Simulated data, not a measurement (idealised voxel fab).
Process module under the name voxel capacitor over wiring
Section cut is 215 nm wide and gridded with 5 nm square cells.
Cross-section layout: square cells on a grid; listed as bands, top to bottom; a band spans one or more cell rows. The entry gives the band's vertical extent as a top height and a bottom height in nm, then its horizontal make-up as materials from left to right, each with a width in nm. "empty" stands for empty space; a single material marked "everywhere" fills the band edge to edge. The reference from which all heights are counted is 0, the level beneath which the as-received wafer is entirely one material; the lowest band, having no lower bound, proceeds downward and is written after the example "z 0 and below". Width spec "30..40" -> top row of cells at first value, bottom row at second value, equal per-row change in between. Take "nothing changed" at face value: in the step it is given for, the cross-section changed in none of its cells. Empty spaces without an open route to the top, at least 8 cells in extent, make up the entry "Entrapped voids"; each is given as width x height at distance, where the distance is measured from the left edge, and all are in nm. Text after the settings on a step's line: the simulator's own remark on that step. What "overlay nm" on a step's line means: if the step has a mask, that mask lay this far to the right of its planned place, or, when the value is negative, to the left.

[Process steps foreseen in the plan]
| 1 | RECEIVE with material Si |
| 2 | CONFORMAL_DEP with material SiO2, thk nm 10 |
| 3 | DIRECTIONAL_DEP with material TiN, thk nm 5 |
| 4 | DIRECTIONAL_DEP with material W, thk nm 15 |
| 5 | PATTERN with tone cover, mask id METAL_1, material resist, width nm 25, pitch nm 95, thk nm 20, overlay nm 0 |
| 6 | DIRECTIONAL_ETCH with etch materials W, depth nm 15 |
| 7 | DIRECTIONAL_ETCH with etch materials TiN, depth nm 5 |
| 8 | STRIP with etch materials resist |
| 9 | CONFORMAL_DEP with material SiN, thk nm 5 |
| 10 | FILL_DEP with material lowk, thk nm 5 |
| 11 | CMP with height nm 30 |
| 12 | CONFORMAL_DEP with material SiCN, thk nm 5 |
| 13 | DIRECTIONAL_DEP with material lowk, thk nm 10 |
| 14 | PATTERN with tone open, mask id PLUG_1, material resist, width nm 15, thk nm 20, overlay nm 0 |
| 15 | DIRECTIONAL_ETCH with etch materials lowk, depth nm 10 |
| 16 | DIRECTIONAL_ETCH with etch materials SiCN, depth nm 5 |
| 17 | STRIP with etch materials resist |
| 18 | CONFORMAL_DEP with material TiN, thk nm 5 |
| 19 | FILL_DEP with material Ru, thk nm 10 |
| 20 | CMP with height nm 45 |
| 21 | DIRECTIONAL_DEP with material TiN, thk nm 10 |
| 22 | DIRECTIONAL_DEP with material SiN, thk nm 5 |
| 23 | DIRECTIONAL_DEP with material TiN, thk nm 5 |
| 24 | MASKED_ETCH with tone cover, mask id UPPER_PLATE, width nm 75, etch materials TiN, depth nm 5, overlay nm 0 |
| 25 | MASKED_ETCH with tone cover, mask id UPPER_PLATE, width nm 75, etch materials SiN, depth nm 5, overlay nm 0 |
| 26 | DIRECTIONAL_DEP with material aC, thk nm 10 |
| 27 | PATTERN with tone cover, mask id LOWER_PLATE, material resist, width nm 85, thk nm 30, overlay nm 0 |
| 28 | DIRECTIONAL_ETCH with etch materials aC, depth nm 10 |
| 29 | STRIP with etch materials resist |
| 30 | DIRECTIONAL_ETCH with etch materials TiN, depth nm 10 |
| 31 | STRIP with etch materials aC |
| 32 | FILL_DEP with material SiO2, thk nm 15 |
| 33 | CMP with height nm 75 |
| 34 | PATTERN with tone open, mask id PLUG_2, material resist, width nm 15, thk nm 20, overlay nm 0 |
| 35 | DIRECTIONAL_ETCH with etch materials SiO2, depth nm 10 |
| 36 | STRIP with etch materials resist |
| 37 | CONFORMAL_DEP with material TiN, thk nm 5 |
| 38 | FILL_DEP with material Ru, thk nm 5 |
| 39 | CMP with height nm 75 |
| 40 | CONFORMAL_DEP with material SiCN, thk nm 5 |

[The first of two wafers, run as planned]

[Delivered wafer in cross-section: state after step 1]
    z 0 and below: Si everywhere
    Entrapped voids: none

[Sectional view: wafer, after step 2]
    z 10 to 0: SiO2 everywhere
    Under the height 0 nothing was changed.

[Sectional view: wafer, after step 3]
    z 15 to 10: TiN everywhere
    Under the height 10 nothing was changed.

[Sectional view: wafer, after step 4]
    z 30 to 15: W everywhere
    Under the height 15 nothing was changed.

[Sectional view: wafer, after step 5]
    z 50 to 30: 45 of empty / 25 of resist / 70 of empty / 25 of resist / 50 of empty
    Under the height 30 nothing was changed.

[Sectional view: wafer, after step 6]
    z 50 to 30: 45 of empty / 25 of resist / 70 of empty / 25 of resist / 50 of empty
    z 30 to 15: 45 of empty / 25 of W / 70 of empty / 25 of W / 50 of empty
    Under the height 15 nothing was changed.

[Sectional view: wafer, after step 7]
    z 50 to 30: 45 of empty / 25 of resist / 70 of empty / 25 of resist / 50 of empty
    z 30 to 15: 45 of empty / 25 of W / 70 of empty / 25 of W / 50 of empty
    z 15 to 10: 45 of empty / 25 of TiN / 70 of empty / 25 of TiN / 50 of empty
    Under the height 10 nothing was changed.

[Sectional view: wafer, after step 8]
    z 30 to 15: 45 of empty / 25 of W / 70 of empty / 25 of W / 50 of empty
    Under the height 15 nothing was changed.

[Sectional view: wafer, after step 9]
    z 35 to 30: 40 of empty / 35 of SiN / 60 of empty / 35 of SiN / 45 of empty
    z 30 to 15: 40 of empty / 5 of SiN / 25 of W / 5 of SiN / 60 of empty / 5 of SiN / 25 of W / 5 of SiN / 45 of empty
    z 15 to 10: 45 of SiN / 25 of TiN / 70 of SiN / 25 of TiN / 50 of SiN
    Under the height 10 nothing was changed.

[Sectional view: wafer, after step 10]
    z 40 to 35: lowk everywhere
    z 35 to 30: 40 of lowk / 35 of SiN / 60 of lowk / 35 of SiN / 45 of lowk
    z 30 to 15: 40 of lowk / 5 of SiN / 25 of W / 5 of SiN / 60 of lowk / 5 of SiN / 25 of W / 5 of SiN / 45 of lowk
    Under the height 15 nothing was changed.

[Sectional view: wafer, after step 11]
    z 30 to 15: 40 of lowk / 5 of SiN / 25 of W / 5 of SiN / 60 of lowk / 5 of SiN / 25 of W / 5 of SiN / 45 of lowk
    Under the height 15 nothing was changed.

[Sectional view: wafer, after step 12]
    z 35 to 30: SiCN everywhere
    Under the height 30 nothing was changed.

[Sectional view: wafer, after step 13]
    z 45 to 35: lowk everywhere
    Under the height 35 nothing was changed.

[Sectional view: wafer, after step 14]
    z 65 to 45: 55 of resist / 15 of empty / 145 of resist
    Under the height 45 nothing was changed.

[Sectional view: wafer, after step 15]
    z 65 to 45: 55 of resist / 15 of empty / 145 of resist
    z 45 to 35: 55 of lowk / 15 of empty / 145 of lowk
    Under the height 35 nothing was changed.

[Sectional view: wafer, after step 16]
    z 65 to 45: 55 of resist / 15 of empty / 145 of resist
    z 45 to 35: 55 of lowk / 15 of empty / 145 of lowk
    z 35 to 30: 55 of SiCN / 15 of empty / 145 of SiCN
    Under the height 30 nothing was changed.

[Sectional view: wafer, after step 17]
    z 45 to 35: 55 of lowk / 15 of empty / 145 of lowk
    Under the height 35 nothing was changed.

[Sectional view: wafer, after step 18]
    z 50 to 45: 60 of TiN / 5 of empty / 150 of TiN
    z 45 to 35: 55 of lowk / 5 of TiN / 5 of empty / 5 of TiN / 145 of lowk
    z 35 to 30: 55 of SiCN / 15 of TiN / 145 of SiCN
    Under the height 30 nothing was changed.

[Sectional view: wafer, after step 19]
    z 60 to 50: Ru everywhere
    z 50 to 45: 60 of TiN / 5 of Ru / 150 of TiN
    z 45 to 35: 55 of lowk / 5 of TiN / 5 of Ru / 5 of TiN / 145 of lowk
    Under the height 35 nothing was changed.

[Sectional view: wafer, after step 20]
    z 45 to 35: 55 of lowk / 5 of TiN / 5 of Ru / 5 of TiN / 145 of lowk
    Under the height 35 nothing was changed.

[Sectional view: wafer, after step 21]
    z 55 to 45: TiN everywhere
    Under the height 45 nothing was changed.

[Sectional view: wafer, after step 22]
    z 60 to 55: SiN everywhere
    Under the height 55 nothing was changed.

[Sectional view: wafer, after step 23]
    z 65 to 60: TiN everywhere
    Under the height 60 nothing was changed.

[Sectional view: wafer, after step 24]
    z 65 to 60: 55 of empty / 75 of TiN / 85 of empty
    Under the height 60 nothing was changed.

[Sectional view: wafer, after step 25]
    z 65 to 60: 55 of empty / 75 of TiN / 85 of empty
    z 60 to 55: 55 of empty / 75 of SiN / 85 of empty
    Under the height 55 nothing was changed.

[Sectional view: wafer, after step 26]
    z 75 to 65: 55 of empty / 75 of aC / 85 of empty
    z 65 to 60: 55 of aC / 75 of TiN / 85 of aC
    z 60 to 55: 55 of aC / 75 of SiN / 85 of aC
    Under the height 55 nothing was changed.

[Sectional view: wafer, after step 27]
    z 105 to 75: 50 of empty / 85 of resist / 80 of empty
    z 75 to 65: 50 of empty / 5 of resist / 75 of aC / 5 of resist / 80 of empty
    Under the height 65 nothing was changed.

[Sectional view: wafer, after step 28]
    z 95 to 75: 50 of empty / 85 of resist / 80 of empty
    z 75 to 65: 50 of empty / 5 of resist / 75 of aC / 5 of resist / 80 of empty
    z 65 to 60: 50 of empty / 5 of aC / 75 of TiN / 5 of aC / 80 of empty
    z 60 to 55: 50 of empty / 5 of aC / 75 of SiN / 5 of aC / 80 of empty
    Under the height 55 nothing was changed.

[Sectional view: wafer, after step 29]
    z 75 to 65: 55 of empty / 75 of aC / 85 of empty
    Under the height 65 nothing was changed.

[Sectional view: wafer, after step 30]
    z 75 to 65: 55 of empty / 75 of aC / 85 of empty
    z 65 to 60: 50 of empty / 5 of aC / 75 of TiN / 5 of aC / 80 of empty
    z 60 to 55: 50 of empty / 5 of aC / 75 of SiN / 5 of aC / 80 of empty
    z 55 to 45: 50 of empty / 85 of TiN / 80 of empty
    Under the height 45 nothing was changed.

[Sectional view: wafer, after step 31]
    z 65 to 60: 55 of empty / 75 of TiN / 85 of empty
    z 60 to 55: 55 of empty / 75 of SiN / 85 of empty
    Under the height 55 nothing was changed.

[Sectional view: wafer, after step 32]
    z 80 to 65: SiO2 everywhere
    z 65 to 60: 55 of SiO2 / 75 of TiN / 85 of SiO2
    z 60 to 55: 55 of SiO2 / 75 of SiN / 85 of SiO2
    z 55 to 45: 50 of SiO2 / 85 of TiN / 80 of SiO2
    Under the height 45 nothing was changed.

[Sectional view: wafer, after step 33]
    z 75 to 65: SiO2 everywhere
    Under the height 65 nothing was changed.

[Sectional view: wafer, after step 34]
    z 95 to 75: 65 of resist / 15 of empty / 135 of resist
    Under the height 75 nothing was changed.

[Sectional view: wafer, after step 35]
    z 95 to 75: 65 of resist / 15 of empty / 135 of resist
    z 75 to 65: 65 of SiO2 / 15 of empty / 135 of SiO2
    Under the height 65 nothing was changed.

[Sectional view: wafer, after step 36]
    z 75 to 65: 65 of SiO2 / 15 of empty / 135 of SiO2
    Under the height 65 nothing was changed.

[Sectional view: wafer, after step 37]
    z 80 to 75: 70 of TiN / 5 of empty / 140 of TiN
    z 75 to 70: 65 of SiO2 / 5 of TiN / 5 of empty / 5 of TiN / 135 of SiO2
    z 70 to 60: 65..55 of SiO2 / 15..75 of TiN / 135..85 of SiO2
    Under the height 60 nothing was changed.

[Sectional view: wafer, after step 38]
    z 85 to 80: Ru everywhere
    z 80 to 75: 70 of TiN / 5 of Ru / 140 of TiN
    z 75 to 70: 65 of SiO2 / 5 of TiN / 5 of Ru / 5 of TiN / 135 of SiO2
    Under the height 70 nothing was changed.

[Sectional view: wafer, after step 39]
    z 75 to 70: 65 of SiO2 / 5 of TiN / 5 of Ru / 5 of TiN / 135 of SiO2
    Under the height 70 nothing was changed.

[Sectional view: wafer, after step 40]
    z 80 to 75: SiCN everywhere
    Under the height 75 nothing was changed.

[Regarding the second of the two wafers: it shared the first wafer's starting condition and process plan, yet one error occurred during its execution. Its history coincides with that of the first wafer up to and including step 26]

[Planned end of step 27: second wafer, cross-section]
    z 105 to 75: 50 of resist / 85 of empty / 80 of resist
    z 75 to 65: 50 of resist / 5 of empty / 75 of aC / 5 of empty / 80 of resist
    Under the height 65 nothing was changed.

[Planned end of step 28: second wafer, cross-section]
    z 95 to 65: 50 of resist / 85 of empty / 80 of resist
    z 65 to 60: 50 of aC / 5 of empty / 75 of TiN / 5 of empty / 80 of aC
    z 60 to 55: 50 of aC / 5 of empty / 75 of SiN / 5 of empty / 80 of aC
    Under the height 55 nothing was changed.

[Planned end of step 29: second wafer, cross-section]
    z 65 to 60: 50 of aC / 5 of empty / 75 of TiN / 5 of empty / 80 of aC
    Under the height 60 nothing was changed.

[Planned end of step 30: second wafer, cross-section]
    z 65 to 60: 50 of aC / 85 of empty / 80 of aC
    z 60 to 55: 50 of aC / 5 of empty / 75 of SiN / 5 of empty / 80 of aC
    z 55 to 45: 50 of TiN / 5 of empty / 75 of TiN / 5 of empty / 80 of TiN
    Under the height 45 nothing was changed.

[Planned end of step 31: second wafer, cross-section]
    z 60 to 55: 55 of empty / 75 of SiN / 85 of empty
    Under the height 55 nothing was changed.

[Planned end of step 32: second wafer, cross-section]
    z 75 to 60: SiO2 everywhere
    z 60 to 55: 55 of SiO2 / 75 of SiN / 85 of SiO2
    z 55 to 45: 50 of TiN / 5 of SiO2 / 75 of TiN / 5 of SiO2 / 80 of TiN
    Under the height 45 nothing was changed.

Planned end of step 33: second wafer, cross-section: nothing changed

[Planned end of step 34: second wafer, cross-section]
    z 95 to 75: 65 of resist / 15 of empty / 135 of resist
    Under the height 75 nothing was changed.

[Planned end of step 35: second wafer, cross-section]
    z 95 to 75: 65 of resist / 15 of empty / 135 of resist
    z 75 to 65: 65 of SiO2 / 15 of empty / 135 of SiO2
    Under the height 65 nothing was changed.

[Planned end of step 36: second wafer, cross-section]
    z 75 to 65: 65 of SiO2 / 15 of empty / 135 of SiO2
    Under the height 65 nothing was changed.

[Planned end of step 37: second wafer, cross-section]
    z 80 to 75: 70 of TiN / 5 of empty / 140 of TiN
    z 75 to 70: 65 of SiO2 / 5 of TiN / 5 of empty / 5 of TiN / 135 of SiO2
    z 70 to 65: 65 of SiO2 / 15 of TiN / 135 of SiO2
    Under the height 65 nothing was changed.

[Planned end of step 38: second wafer, cross-section]
    z 85 to 80: Ru everywhere
    z 80 to 75: 70 of TiN / 5 of Ru / 140 of TiN
    z 75 to 70: 65 of SiO2 / 5 of TiN / 5 of Ru / 5 of TiN / 135 of SiO2
    Under the height 70 nothing was changed.

[Planned end of step 39: second wafer, cross-section]
    z 75 to 70: 65 of SiO2 / 5 of TiN / 5 of Ru / 5 of TiN / 135 of SiO2
    Under the height 70 nothing was changed.

[Planned end of step 40: second wafer, cross-section]
    z 80 to 75: SiCN everywhere
    Under the height 75 nothing was changed.
Error vs. plan: note that step 27 departed from the planned setting and was carried out as PATTERN with tone open, mask id LOWER_PLATE, material resist, width nm 85, thk nm 30, overlay nm 0
Materials where the second wafer ends with more or fewer cells than the first: SiO2: 33 fewer; TiN: 33 more
